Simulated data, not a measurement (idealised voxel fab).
A process module follows: voxel capacitor over wiring.
Cross-section cut spans 280 nm and uses square cells 5 nm in size.
Cross-section layout: square cells on a grid; listed as bands, top to bottom; a band spans one or more cell rows. The band entry comprises the height of the band's top followed by the height of its bottom, expressed in nm, and subsequently the band's materials from left to right, each stated together with its width in nm. Where a single material is marked with the word "full width", that material fills the band from edge to edge. The word "empty" represents empty space. It should be noted that heights are counted from 0, beneath which the wafer as supplied is of one material throughout, and that the lowest band possesses no lower boundary but continues downward, as written in "0..down". You'd read "30 to 40" like this: the band's top row of cells is as wide as the first number, its bottom row is as wide as the second, and going down, every row changes width by the same amount as the row before did. "remains unaltered", as given for a step, is the statement that not any cell of the cross-section underwent a change during that step. Listed in "Enclosed voids": every empty space of 8 or more cells without an open way to the top. Form: width x height at distance, the distance being from the left edge, all in nm. Post-settings text on a step line: simulator's own remark regarding the step. The "overlay nm" setting may appear on a step's line; for a step that uses a mask, it gives how far to the right of its planned position the mask lay, and a negative value indicates the left.

The following list gives the planned process steps
1 RECEIVE with material Si
2 CONFORMAL_DEP with material SiO2, thk nm 15
3 DIRECTIONAL_DEP with material TiN, thk nm 5
4 DIRECTIONAL_DEP with material W, thk nm 15
5 DIRECTIONAL_DEP with material aC, thk nm 10
6 PATTERN with tone cover, mask id METAL_1, material resist, width nm 20, pitch nm 70, thk nm 30, overlay nm 0
7 DIRECTIONAL_ETCH with etch materials aC, depth nm 10
8 STRIP with etch materials resist
9 DIRECTIONAL_ETCH with etch materials W, depth nm 15
10 DIRECTIONAL_ETCH with etch materials TiN, depth nm 5
11 STRIP with etch materials aC
12 FILL_DEP with material SiO2, thk nm 5
13 CMP with height nm 35
14 CONFORMAL_DEP with material SiCN, thk nm 5
15 DIRECTIONAL_DEP with material SiO2, thk nm 15
16 MASKED_ETCH with tone open, mask id PLUG_1, width nm 15, etch materials SiO2, depth nm 15, overlay nm 0
17 MASKED_ETCH with tone open, mask id PLUG_1, width nm 15, etch materials SiCN, depth nm 5, overlay nm 0
18 EPI with material Ru, thk nm 10
19 EPI with material Ru, thk nm 10
20 DIRECTIONAL_DEP with material TiN, thk nm 10
21 DIRECTIONAL_DEP with material SiN, thk nm 5
22 DIRECTIONAL_DEP with material TiN, thk nm 5
23 PATTERN with tone cover, mask id UPPER_PLATE, material resist, width nm 55, thk nm 20, overlay nm 0
24 DIRECTIONAL_ETCH with etch materials TiN, depth nm 5
25 DIRECTIONAL_ETCH with etch materials SiN, depth nm 5
26 STRIP with etch materials resist
27 DIRECTIONAL_DEP with material aC, thk nm 10
28 PATTERN with tone cover, mask id LOWER_PLATE, material resist, width nm 65, thk nm 25, overlay nm 0
29 DIRECTIONAL_ETCH with etch materials aC, depth nm 10
30 STRIP with etch materials resist
31 DIRECTIONAL_ETCH with etch materials TiN, depth nm 10
32 STRIP with etch materials aC
33 FILL_DEP with material SiO2, thk nm 20
34 CMP with height nm 90
35 PATTERN with tone open, mask id PLUG_2, material resist, width nm 15, thk nm 15, overlay nm 0
36 DIRECTIONAL_ETCH with etch materials SiO2, depth nm 15
37 STRIP with etch materials resist
38 CONFORMAL_DEP with material TiN, thk nm 5
39 FILL_DEP with material W, thk nm 10
40 CMP with height nm 90
41 CONFORMAL_DEP with material SiN, thk nm 5

Received-state cross-section, reflecting completion of step 1
> 0..down  Si full width
> Enclosed voids: none

First of two wafers, end-of-module section, run followed plan
> 95..90  SiN full width
> 90..80  110 SiO2  5 TiN  5 W  5 TiN  155 SiO2
> 80..70  110 to 100 SiO2  15 to 55 TiN  155 to 125 SiO2
> 70..65  100 SiO2  55 SiN  125 SiO2
> 65..55  95 SiO2  65 TiN  120 SiO2
> 55..40  100 SiO2  15 Ru  165 SiO2
> 40..35  100 SiCN  15 Ru  165 SiCN
> 35..20  95 SiO2  20 W  50 SiO2  20 W  95 SiO2
> 20..15  95 SiO2  20 TiN  50 SiO2  20 TiN  95 SiO2
> 15..0  SiO2 full width
> 0..down  Si full width
> Enclosed voids: none

End-of-module cross-section of the second wafer: identical starting point and process plan to the first, with one processing mistake
> 110..105  SiN full width
> 105..95  W full width
> 95..90  115 TiN  5 W  160 TiN
> 90..80  110 SiO2  5 TiN  5 W  5 TiN  155 SiO2
> 80..70  110 to 100 SiO2  15 to 55 TiN  155 to 125 SiO2
> 70..65  100 SiO2  55 SiN  125 SiO2
> 65..55  95 SiO2  65 TiN  120 SiO2
> 55..40  100 SiO2  15 Ru  165 SiO2
> 40..35  100 SiCN  15 Ru  165 SiCN
> 35..20  95 SiO2  20 W  50 SiO2  20 W  95 SiO2
> 20..15  95 SiO2  20 TiN  50 SiO2  20 TiN  95 SiO2
> 15..0  SiO2 full width
> 0..down  Si full width
> Enclosed voids: none
What went wrong in running the wafer? no execution of plan step 40; skipped
The second wafer ends with more or fewer cells of some materials than the first, per final count: TiN +55 | W +113
